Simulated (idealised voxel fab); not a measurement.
process module | voxel wiring stack
cross-section cut | 185 nm wide | cells 5 nm
A cross-section is a grid of square cells, given in bands from the top down. A band is one or more rows of cells.
Each band's line starts with the height of the band's top and of its bottom, in nm. Then come its materials from left to right, each with its width in nm. One material with "throughout" fills the band from edge to edge. "air" is empty space.
Height 0 is the level under which the wafer as received is all one material. The lowest band goes on downwards, as in "0 down".
A width such as "30 to 40" changes by the same amount from each row of cells to the next, from the band's top row to its bottom row.
"no change" after a step means that no cell of the cross-section changed.
closed voids: empty space of 8 cells or more with no open way to the top, each as width x height at its distance from the left edge, in nm
after a step's settings: what the simulator itself notes on the step
overlay nm, on a step with a mask: how far to the right of its planned place the mask lay; to the left if negative
plan
1 op RECEIVE | material Si
2 op CONFORMAL_DEP | material SiO2 | thk nm 10
3 op CONFORMAL_DEP | material SiCN | thk nm 5
4 op DIRECTIONAL_DEP | material SiO2 | thk nm 20
5 op DIRECTIONAL_DEP | material aC | thk nm 15
6 op PATTERN | tone open | mask id METAL_1 | material resist | width nm 30 | pitch nm 50 | thk nm 35 | overlay nm 0
7 op DIRECTIONAL_ETCH | etch materials aC | depth nm 15
8 op STRIP | etch materials resist
9 op DIRECTIONAL_ETCH | etch materials SiO2 | depth nm 20
10 op DIRECTIONAL_ETCH | etch materials SiCN | depth nm 5
11 op STRIP | etch materials aC
12 op CONFORMAL_DEP | material TiN | thk nm 5
13 op FILL_DEP | material Ru | thk nm 5
14 op CMP | height nm 35
15 op CONFORMAL_DEP | material SiCN | thk nm 5
16 op DIRECTIONAL_DEP | material lowk | thk nm 35
17 op PATTERN | tone open | mask id METAL_2 | material resist | width nm 30 | pitch nm 50 | thk nm 20 | overlay nm 0
18 op DIRECTIONAL_ETCH | etch materials lowk | depth nm 20
19 op STRIP | etch materials resist
20 op PATTERN | tone open | mask id METAL_2_HOLES | material resist | width nm 15 | pitch nm 50 | thk nm 15 | overlay nm 0
21 op DIRECTIONAL_ETCH | etch materials lowk | depth nm 15
22 op DIRECTIONAL_ETCH | etch materials SiCN | depth nm 5
23 op STRIP | etch materials resist
24 op CONFORMAL_DEP | material TiN | thk nm 5
25 op FILL_DEP | material Cu | thk nm 5
26 op CMP | height nm 75
27 op CONFORMAL_DEP | material SiN | thk nm 5
first wafer, as planned
as received, after step 1
  0 down: Si throughout
  closed voids: none
after step 2
  10 to 0: SiO2 throughout
  below 0: unchanged
after step 3
  15 to 10: SiCN throughout
  below 10: unchanged
after step 4
  35 to 15: SiO2 throughout
  below 15: unchanged
after step 5
  50 to 35: aC throughout
  below 35: unchanged
after step 6
  85 to 50: resist 50 | air 30 | resist 20 | air 30 | resist 55
  below 50: unchanged
after step 7
  70 to 50: resist 50 | air 30 | resist 20 | air 30 | resist 55
  50 to 35: aC 50 | air 30 | aC 20 | air 30 | aC 55
  below 35: unchanged
after step 8
  50 to 35: aC 50 | air 30 | aC 20 | air 30 | aC 55
  below 35: unchanged
after step 9
  50 to 35: aC 50 | air 30 | aC 20 | air 30 | aC 55
  35 to 15: SiO2 50 | air 30 | SiO2 20 | air 30 | SiO2 55
  below 15: unchanged
after step 10
  50 to 35: aC 50 | air 30 | aC 20 | air 30 | aC 55
  35 to 15: SiO2 50 | air 30 | SiO2 20 | air 30 | SiO2 55
  15 to 10: SiCN 50 | air 30 | SiCN 20 | air 30 | SiCN 55
  below 10: unchanged
after step 11
  35 to 15: SiO2 50 | air 30 | SiO2 20 | air 30 | SiO2 55
  below 15: unchanged
after step 12
  40 to 35: TiN 55 | air 20 | TiN 30 | air 20 | TiN 60
  35 to 15: SiO2 50 | TiN 5 | air 20 | TiN 5 | SiO2 20 | TiN 5 | air 20 | TiN 5 | SiO2 55
  15 to 10: SiCN 50 | TiN 30 | SiCN 20 | TiN 30 | SiCN 55
  below 10: unchanged
after step 13
  45 to 40: Ru throughout
  40 to 35: TiN 55 | Ru 20 | TiN 30 | Ru 20 | TiN 60
  35 to 15: SiO2 50 | TiN 5 | Ru 20 | TiN 5 | SiO2 20 | TiN 5 | Ru 20 | TiN 5 | SiO2 55
  below 15: unchanged
after step 14
  35 to 15: SiO2 50 | TiN 5 | Ru 20 | TiN 5 | SiO2 20 | TiN 5 | Ru 20 | TiN 5 | SiO2 55
  below 15: unchanged
after step 15
  40 to 35: SiCN throughout
  below 35: unchanged
after step 16
  75 to 40: lowk throughout
  below 40: unchanged
after step 17
  95 to 75: resist 50 | air 30 | resist 20 | air 30 | resist 55
  below 75: unchanged
after step 18
  95 to 75: resist 50 | air 30 | resist 20 | air 30 | resist 55
  75 to 55: lowk 50 | air 30 | lowk 20 | air 30 | lowk 55
  below 55: unchanged
after step 19
  75 to 55: lowk 50 | air 30 | lowk 20 | air 30 | lowk 55
  below 55: unchanged
after step 20
  90 to 75: resist 50 | air 15 | resist 35 | air 15 | resist 70
  75 to 55: lowk 50 | air 15 | resist 15 | lowk 20 | air 15 | resist 15 | lowk 55
  below 55: unchanged
after step 21
  90 to 75: resist 50 | air 15 | resist 35 | air 15 | resist 70
  75 to 55: lowk 50 | air 15 | resist 15 | lowk 20 | air 15 | resist 15 | lowk 55
  55 to 40: lowk 50 | air 15 | lowk 35 | air 15 | lowk 70
  below 40: unchanged
after step 22
  90 to 75: resist 50 | air 15 | resist 35 | air 15 | resist 70
  75 to 55: lowk 50 | air 15 | resist 15 | lowk 20 | air 15 | resist 15 | lowk 55
  55 to 40: lowk 50 | air 15 | lowk 35 | air 15 | lowk 70
  40 to 35: SiCN 50 | air 15 | SiCN 35 | air 15 | SiCN 70
  below 35: unchanged
after step 23
  75 to 55: lowk 50 | air 30 | lowk 20 | air 30 | lowk 55
  below 55: unchanged
after step 24
  80 to 75: TiN 55 | air 20 | TiN 30 | air 20 | TiN 60
  75 to 60: lowk 50 | TiN 5 | air 20 | TiN 5 | lowk 20 | TiN 5 | air 20 | TiN 5 | lowk 55
  60 to 55: lowk 50 | TiN 5 | air 5 | TiN 20 | lowk 20 | TiN 5 | air 5 | TiN 20 | lowk 55
  55 to 40: lowk 50 | TiN 5 | air 5 | TiN 5 | lowk 35 | TiN 5 | air 5 | TiN 5 | lowk 70
  40 to 35: SiCN 50 | TiN 15 | SiCN 35 | TiN 15 | SiCN 70
  below 35: unchanged
after step 25
  85 to 80: Cu throughout
  80 to 75: TiN 55 | Cu 20 | TiN 30 | Cu 20 | TiN 60
  75 to 60: lowk 50 | TiN 5 | Cu 20 | TiN 5 | lowk 20 | TiN 5 | Cu 20 | TiN 5 | lowk 55
  60 to 55: lowk 50 | TiN 5 | Cu 5 | TiN 20 | lowk 20 | TiN 5 | Cu 5 | TiN 20 | lowk 55
  55 to 40: lowk 50 | TiN 5 | Cu 5 | TiN 5 | lowk 35 | TiN 5 | Cu 5 | TiN 5 | lowk 70
  below 40: unchanged
after step 26
  75 to 60: lowk 50 | TiN 5 | Cu 20 | TiN 5 | lowk 20 | TiN 5 | Cu 20 | TiN 5 | lowk 55
  below 60: unchanged
after step 27
  80 to 75: SiN throughout
  below 75: unchanged
second wafer: like start, like plan, one mistake. Through step 16 it matches the first wafer
when step 17 should have ended
  95 to 75: air 50 | resist 30 | air 20 | resist 30 | air 55
  below 75: unchanged
when step 18 should have ended
  95 to 75: air 50 | resist 30 | air 20 | resist 30 | air 55
  75 to 55: air 50 | lowk 30 | air 20 | lowk 30 | air 55
  below 55: unchanged
when step 19 should have ended
  75 to 55: air 50 | lowk 30 | air 20 | lowk 30 | air 55
  below 55: unchanged
when step 20 should have ended
  90 to 75: resist 50 | air 15 | resist 35 | air 15 | resist 70
  75 to 55: resist 50 | lowk 30 | resist 20 | lowk 30 | resist 55
  below 55: unchanged
when step 21 should have ended
  90 to 75: resist 50 | air 15 | resist 35 | air 15 | resist 70
  75 to 60: resist 50 | air 15 | lowk 15 | resist 20 | air 15 | lowk 15 | resist 55
  below 60: unchanged
when step 22 should have ended: no change
when step 23 should have ended
  75 to 60: air 65 | lowk 15 | air 35 | lowk 15 | air 55
  60 to 55: air 50 | lowk 30 | air 20 | lowk 30 | air 55
  below 55: unchanged
when step 24 should have ended
  80 to 75: air 60 | TiN 25 | air 25 | TiN 25 | air 50
  75 to 65: air 60 | TiN 5 | lowk 15 | TiN 5 | air 25 | TiN 5 | lowk 15 | TiN 5 | air 50
  65 to 60: air 45 | TiN 20 | lowk 15 | TiN 5 | air 10 | TiN 20 | lowk 15 | TiN 5 | air 50
  60 to 55: TiN 50 | lowk 30 | TiN 20 | lowk 30 | TiN 55
  below 55: unchanged
when step 25 should have ended
  85 to 80: Cu throughout
  80 to 75: Cu 60 | TiN 25 | Cu 25 | TiN 25 | Cu 50
  75 to 65: Cu 60 | TiN 5 | lowk 15 | TiN 5 | Cu 25 | TiN 5 | lowk 15 | TiN 5 | Cu 50
  65 to 60: Cu 45 | TiN 20 | lowk 15 | TiN 5 | Cu 10 | TiN 20 | lowk 15 | TiN 5 | Cu 50
  below 60: unchanged
when step 26 should have ended
  75 to 65: Cu 60 | TiN 5 | lowk 15 | TiN 5 | Cu 25 | TiN 5 | lowk 15 | TiN 5 | Cu 50
  below 65: unchanged
when step 27 should have ended
  80 to 75: SiN throughout
  below 75: unchanged
what went wrong: step 17 ran as: op PATTERN | tone cover | mask id METAL_2 | material resist | width nm 30 | pitch nm 50 | thk nm 20 | overlay nm 0
at the end the second wafer has, in cells: 43 more of Cu | 6 more of SiCN | 3 more of TiN | 52 fewer of lowk
